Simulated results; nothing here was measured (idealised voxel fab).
voxel self aligned contacts: a process module
FYI the section here is cut, 280 nm wide, cells are 5 nm squares.
This document writes a cross-section as a grid whose cells are square, and gives it as bands, listed from the top down; one or more rows of cells form a band.
Band: top and bottom heights (nm) first, top before bottom; then materials from left to right, widths in nm. "edge to edge" marks a sole material filling the band edge to edge. "air" denotes empty space.
It should be noted that heights are counted from 0, beneath which the wafer as supplied is of one material throughout, and that the lowest band possesses no lower boundary but continues downward, as written in "z 0 and below".
Top row gets the first number, bottom row gets the second, and each row in between changes by the same step: that is how a band width like "30 to 40" works.
Reading "everything unchanged" for a step: not a cell of the cross-section changed in it.
Empty spaces without an open route to the top, at least 8 cells in extent, make up the entry "Sealed void list"; each is given as width x height at distance, where the distance is measured from the left edge, and all are in nm.
It should be noted that, on the line of a given step, the content following the step's settings is a remark produced by the simulator itself with respect to that step.
You can add "overlay nm" to a step's line. For a step with a mask, it describes how far the mask lay to the right of its planned position, and a negative number describes a lay to the left.

PROCESS STEPS FORESEEN IN THE PLAN
- 1: RECEIVE [material Si]
- 2: CONFORMAL_DEP [material SiO2] [thk nm 5]
- 3: DIRECTIONAL_DEP [material polySi] [thk nm 20]
- 4: DIRECTIONAL_DEP [material SiN] [thk nm 15]
- 5: PATTERN [tone cover] [mask id GATE] [material resist] [width nm 25] [pitch nm 50] [thk nm 20] [overlay nm 0]
- 6: DIRECTIONAL_ETCH [etch materials SiN] [depth nm 15]
- 7: DIRECTIONAL_ETCH [etch materials polySi] [depth nm 20]
- 8: STRIP [etch materials resist]
- 9: CONFORMAL_DEP [material SiN] [thk nm 5]
- 10: DIRECTIONAL_ETCH [etch materials SiN] [depth nm 5]
- 11: FILL_DEP [material SiO2] [thk nm 15]
- 12: CMP [height nm 45]
- 13: MASKED_ETCH [tone open] [mask id CONTACT] [width nm 35] [etch materials SiO2] [depth nm 45] [overlay nm 0]
- 14: CONFORMAL_DEP [material TiN] [thk nm 5]
- 15: FILL_DEP [material W] [thk nm 10]
- 16: CMP [height nm 45]
- 17: CONFORMAL_DEP [material SiCN] [thk nm 5]

THE FIRST OF THE TWO WAFERS, WHICH RAN AS PLANNED

AS-RECEIVED WAFER CROSS-SECTION (AFTER STEP 1)
  z 0 and below | Si edge to edge
  Sealed void list: none

CROSS-SECTIONAL REPRESENTATION OF THE WAFER AT THE CONCLUSION OF STEP 2
  z 5 to 0 | SiO2 edge to edge
  Nothing below the height 0 has changed.

CROSS-SECTIONAL REPRESENTATION OF THE WAFER AT THE CONCLUSION OF STEP 3
  z 25 to 5 | polySi edge to edge
  Nothing below the height 5 has changed.

CROSS-SECTIONAL REPRESENTATION OF THE WAFER AT THE CONCLUSION OF STEP 4
  z 40 to 25 | SiN edge to edge
  Nothing below the height 25 has changed.

CROSS-SECTIONAL REPRESENTATION OF THE WAFER AT THE CONCLUSION OF STEP 5
  z 60 to 40 | air=100; resist=25; air=25; resist=25; air=105
  Nothing below the height 40 has changed.

CROSS-SECTIONAL REPRESENTATION OF THE WAFER AT THE CONCLUSION OF STEP 6
  z 60 to 40 | air=100; resist=25; air=25; resist=25; air=105
  z 40 to 25 | air=100; SiN=25; air=25; SiN=25; air=105
  Nothing below the height 25 has changed.

CROSS-SECTIONAL REPRESENTATION OF THE WAFER AT THE CONCLUSION OF STEP 7
  z 60 to 40 | air=100; resist=25; air=25; resist=25; air=105
  z 40 to 25 | air=100; SiN=25; air=25; SiN=25; air=105
  z 25 to 5 | air=100; polySi=25; air=25; polySi=25; air=105
  Nothing below the height 5 has changed.

CROSS-SECTIONAL REPRESENTATION OF THE WAFER AT THE CONCLUSION OF STEP 8
  z 40 to 25 | air=100; SiN=25; air=25; SiN=25; air=105
  Nothing below the height 25 has changed.

CROSS-SECTIONAL REPRESENTATION OF THE WAFER AT THE CONCLUSION OF STEP 9
  z 45 to 25 | air=95; SiN=35; air=15; SiN=35; air=100
  z 25 to 10 | air=95; SiN=5; polySi=25; SiN=5; air=15; SiN=5; polySi=25; SiN=5; air=100
  z 10 to 5 | SiN=100; polySi=25; SiN=25; polySi=25; SiN=105
  Nothing below the height 5 has changed.

CROSS-SECTIONAL REPRESENTATION OF THE WAFER AT THE CONCLUSION OF STEP 10
  z 40 to 25 | air=95; SiN=35; air=15; SiN=35; air=100
  z 25 to 5 | air=95; SiN=5; polySi=25; SiN=5; air=15; SiN=5; polySi=25; SiN=5; air=100
  Nothing below the height 5 has changed.

CROSS-SECTIONAL REPRESENTATION OF THE WAFER AT THE CONCLUSION OF STEP 11
  z 55 to 40 | SiO2 edge to edge
  z 40 to 25 | SiO2=95; SiN=35; SiO2=15; SiN=35; SiO2=100
  z 25 to 5 | SiO2=95; SiN=5; polySi=25; SiN=5; SiO2=15; SiN=5; polySi=25; SiN=5; SiO2=100
  Nothing below the height 5 has changed.

CROSS-SECTIONAL REPRESENTATION OF THE WAFER AT THE CONCLUSION OF STEP 12
  z 45 to 40 | SiO2 edge to edge
  Nothing below the height 40 has changed.

CROSS-SECTIONAL REPRESENTATION OF THE WAFER AT THE CONCLUSION OF STEP 13
  z 45 to 40 | SiO2=120; air=35; SiO2=125
  z 40 to 25 | SiO2=95; SiN=35; air=15; SiN=35; SiO2=100
  z 25 to 5 | SiO2=95; SiN=5; polySi=25; SiN=5; air=15; SiN=5; polySi=25; SiN=5; SiO2=100
  z 5 to 0 | SiO2=130; air=15; SiO2=135
  Nothing below the height 0 has changed.

CROSS-SECTIONAL REPRESENTATION OF THE WAFER AT THE CONCLUSION OF STEP 14
  z 50 to 45 | TiN=125; air=25; TiN=130
  z 45 to 40 | SiO2=120; TiN=15; air=5; TiN=15; SiO2=125
  z 40 to 25 | SiO2=95; SiN=35; TiN=5; air=5; TiN=5; SiN=35; SiO2=100
  z 25 to 5 | SiO2=95; SiN=5; polySi=25; SiN=5; TiN=5; air=5; TiN=5; SiN=5; polySi=25; SiN=5; SiO2=100
  z 5 to 0 | SiO2=130; TiN=15; SiO2=135
  Nothing below the height 0 has changed.

CROSS-SECTIONAL REPRESENTATION OF THE WAFER AT THE CONCLUSION OF STEP 15
  z 60 to 50 | W edge to edge
  z 50 to 45 | TiN=125; W=25; TiN=130
  z 45 to 40 | SiO2=120; TiN=15; W=5; TiN=15; SiO2=125
  z 40 to 25 | SiO2=95; SiN=35; TiN=5; W=5; TiN=5; SiN=35; SiO2=100
  z 25 to 5 | SiO2=95; SiN=5; polySi=25; SiN=5; TiN=5; W=5; TiN=5; SiN=5; polySi=25; SiN=5; SiO2=100
  Nothing below the height 5 has changed.

CROSS-SECTIONAL REPRESENTATION OF THE WAFER AT THE CONCLUSION OF STEP 16
  z 45 to 40 | SiO2=120; TiN=15; W=5; TiN=15; SiO2=125
  Nothing below the height 40 has changed.

CROSS-SECTIONAL REPRESENTATION OF THE WAFER AT THE CONCLUSION OF STEP 17
  z 50 to 45 | SiCN edge to edge
  Nothing below the height 45 has changed.

SECOND WAFER, SAME STARTING CONDITIONS AND RECIPE AS THE FIRST, ONE MISTAKE IN EXECUTING IT, NOTHING DIFFERS FROM THE FIRST UP TO AND INCLUDING STEP 4

SECOND WAFER SHOWN IN CROSS-SECTION AT THE TIME STEP 5 WAS SLATED TO END
  z 60 to 40 | resist=100; air=25; resist=25; air=25; resist=105
  Nothing below the height 40 has changed.

SECOND WAFER SHOWN IN CROSS-SECTION AT THE TIME STEP 6 WAS SLATED TO END
  z 60 to 40 | resist=100; air=25; resist=25; air=25; resist=105
  z 40 to 25 | SiN=100; air=25; SiN=25; air=25; SiN=105
  Nothing below the height 25 has changed.

SECOND WAFER SHOWN IN CROSS-SECTION AT THE TIME STEP 7 WAS SLATED TO END
  z 60 to 40 | resist=100; air=25; resist=25; air=25; resist=105
  z 40 to 25 | SiN=100; air=25; SiN=25; air=25; SiN=105
  z 25 to 5 | polySi=100; air=25; polySi=25; air=25; polySi=105
  Nothing below the height 5 has changed.

SECOND WAFER SHOWN IN CROSS-SECTION AT THE TIME STEP 8 WAS SLATED TO END
  z 40 to 25 | SiN=100; air=25; SiN=25; air=25; SiN=105
  Nothing below the height 25 has changed.

SECOND WAFER SHOWN IN CROSS-SECTION AT THE TIME STEP 9 WAS SLATED TO END
  z 45 to 25 | SiN=105; air=15; SiN=35; air=15; SiN=110
  z 25 to 10 | polySi=100; SiN=5; air=15; SiN=5; polySi=25; SiN=5; air=15; SiN=5; polySi=105
  z 10 to 5 | polySi=100; SiN=25; polySi=25; SiN=25; polySi=105
  Nothing below the height 5 has changed.

SECOND WAFER SHOWN IN CROSS-SECTION AT THE TIME STEP 10 WAS SLATED TO END
  z 40 to 25 | SiN=105; air=15; SiN=35; air=15; SiN=110
  z 25 to 5 | polySi=100; SiN=5; air=15; SiN=5; polySi=25; SiN=5; air=15; SiN=5; polySi=105
  Nothing below the height 5 has changed.

SECOND WAFER SHOWN IN CROSS-SECTION AT THE TIME STEP 11 WAS SLATED TO END
  z 55 to 40 | SiO2 edge to edge
  z 40 to 25 | SiN=105; SiO2=15; SiN=35; SiO2=15; SiN=110
  z 25 to 5 | polySi=100; SiN=5; SiO2=15; SiN=5; polySi=25; SiN=5; SiO2=15; SiN=5; polySi=105
  Nothing below the height 5 has changed.

SECOND WAFER SHOWN IN CROSS-SECTION AT THE TIME STEP 12 WAS SLATED TO END
  z 45 to 40 | SiO2 edge to edge
  Nothing below the height 40 has changed.

SECOND WAFER SHOWN IN CROSS-SECTION AT THE TIME STEP 13 WAS SLATED TO END
  z 45 to 40 | SiO2=120; air=35; SiO2=125
  Nothing below the height 40 has changed.

SECOND WAFER SHOWN IN CROSS-SECTION AT THE TIME STEP 14 WAS SLATED TO END
  z 50 to 45 | TiN=125; air=25; TiN=130
  z 45 to 40 | SiO2=120; TiN=35; SiO2=125
  Nothing below the height 40 has changed.

SECOND WAFER SHOWN IN CROSS-SECTION AT THE TIME STEP 15 WAS SLATED TO END
  z 60 to 50 | W edge to edge
  z 50 to 45 | TiN=125; W=25; TiN=130
  Nothing below the height 45 has changed.

SECOND WAFER SHOWN IN CROSS-SECTION AT THE TIME STEP 16 WAS SLATED TO END
  z 45 to 40 | SiO2=120; TiN=35; SiO2=125
  Nothing below the height 40 has changed.

SECOND WAFER SHOWN IN CROSS-SECTION AT THE TIME STEP 17 WAS SLATED TO END
  z 50 to 45 | SiCN edge to edge
  Nothing below the height 45 has changed.
Want to know what went wrong? step 5 was not run as planned; what actually ran was PATTERN [tone open] [mask id GATE] [material resist] [width nm 25] [pitch nm 50] [thk nm 20] [overlay nm 0]
Final comparison by cell count, materials where the second wafer has more or fewer than the first: 108 more of SiN | 228 fewer of SiO2 | 16 fewer of TiN | 8 fewer of W | 144 more of polySi
